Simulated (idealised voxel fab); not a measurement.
The process module that follows is named voxel released beams.
The cross-section on display is named cut; it measures 245 nm wide, and its cells are 5 nm squares.
Cross-section, as written here: a square-cell grid given band by band from the top down, where a band holds one or more rows of cells.
The band entry comprises the height of the band's top followed by the height of its bottom, expressed in nm, and subsequently the band's materials from left to right, each stated together with its width in nm. Where a single material is marked with the word "everywhere", that material fills the band from edge to edge. The word "empty" represents empty space.
The reference from which all heights are counted is 0, the level beneath which the as-received wafer is entirely one material; the lowest band, having no lower bound, proceeds downward and is written after the example "0..down".
Top row gets the first number, bottom row gets the second, and each row in between changes by the same step: that is how a band width like "30 to 40" works.
Where the words "remained the same" appear for a step, the cross-section shows no cell changed by that step; every cell remained as before.
The entry titled "Closed cavity list" provides the empty spaces that have no open way to the top, restricted to those of 8 cells or more. Each is presented as width x height at distance, the distance being measured from the left edge, with all three in nm.
The remark found on a step's line after its settings is issued by the simulator itself and pertains to that step.
On any step carrying a mask, the "overlay nm" setting, if present on the step's line, tells how far right of its planned place the mask lay; negative values point to the left.

Here's what the planned process steps look like:
1. RECEIVE with material Si
2. CONFORMAL_DEP with material Al2O3, thk nm 5
3. DIRECTIONAL_DEP with material SiO2, thk nm 15
4. MASKED_ETCH with tone open, mask id ANCHOR, width nm 25, etch materials SiO2, depth nm 15, overlay nm 0
5. CONFORMAL_DEP with material polySi, thk nm 10
6. MASKED_ETCH with tone cover, mask id BEAM, width nm 70, etch materials polySi, depth nm 10, overlay nm 0
7. STRIP with etch materials SiO2

Incoming wafer, cross-sectional view, post step 1:
0..down | Si everywhere
Closed cavity list: none

Look at the cross-section after the module: the wafer started out the way shown above and the plan was the one shown above, yet one mistake was made along the way:
30..20 | 85 nm empty; 40 nm polySi; 120 nm empty
20..15 | 80 nm empty; 10 nm polySi; 25 nm SiO2; 10 nm polySi; 120 nm empty
15..5 | 80 nm empty; 10 nm polySi; 25 nm SiO2; 40 nm polySi; 90 nm empty
5..0 | Al2O3 everywhere
0..down | Si everywhere
Closed cavity list: none
Error vs. plan: step 4 did not use the planned setting and instead ran as MASKED_ETCH with tone cover, mask id ANCHOR, width nm 25, etch materials SiO2, depth nm 15, overlay nm 0
